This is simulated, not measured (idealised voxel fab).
Documented hereafter: the process module known as voxel released beams.
The width of the displayed cross-section, cut, is 175 nm; its cells are square, with a size of 5 nm.
Cross-section spec: square-cell grid; bands listed top down; each band is one or more rows.
In this notation a band is specified by the heights of its top and bottom, in that order and in nm, after which its materials appear from left to right, each paired with its width in nm. The word "throughout" attached to a single material means that material fills the band from edge to edge; the word "air" stands for empty space.
The reference from which all heights are counted is 0, the level beneath which the as-received wafer is entirely one material; the lowest band, having no lower bound, proceeds downward and is written after the example "0 nm and below".
A width given as "30->40" starts at the first number in the band's top row and ends at the second number in its bottom row, shifting by an equal amount at every step from row to row.
No cell of the cross-section changed in a step that is given as "identical to before".
Each empty space that has no open way to the top and spans at least 8 cells appears under "Sealed cavities" as width x height at distance, the distance counted from the left edge, all in nm.
Formally, on a step line, whatever follows the settings is a remark that the simulator itself makes on the step.
Each step line may optionally specify "overlay nm", which for a step with a mask gives the rightward distance between the mask's planned place and where it lay, a negative value indicating the leftward direction.

## Set out below are the planned steps of the process
| 1 | RECEIVE: material Si |
| 2 | CONFORMAL_DEP: material SiN, thk nm 10 |
| 3 | DIRECTIONAL_DEP: material SiO2, thk nm 20 |
| 4 | MASKED_ETCH: tone open, mask id ANCHOR, width nm 35, etch materials SiO2, depth nm 20, overlay nm 0 |
| 5 | CONFORMAL_DEP: material W, thk nm 10 |
| 6 | MASKED_ETCH: tone cover, mask id BEAM, width nm 110, etch materials W, depth nm 10, overlay nm 0 |
| 7 | STRIP: etch materials SiO2 |

## Cross-section, incoming material, after step 1
* 0 nm and below  Si throughout
* Sealed cavities: none

## Final cross-section, module run with one mistake (start and plan as above)
* 30 nm to 10 nm  air (35) | W (10) | air (15) | W (10) | air (105)
* 10 nm to 0 nm  SiN throughout
* 0 nm and below  Si throughout
* Sealed cavities: none
What was done differently from what was planned? step 6 did not use the planned setting and instead ran as MASKED_ETCH: tone open, mask id BEAM, width nm 110, etch materials W, depth nm 10, overlay nm 0
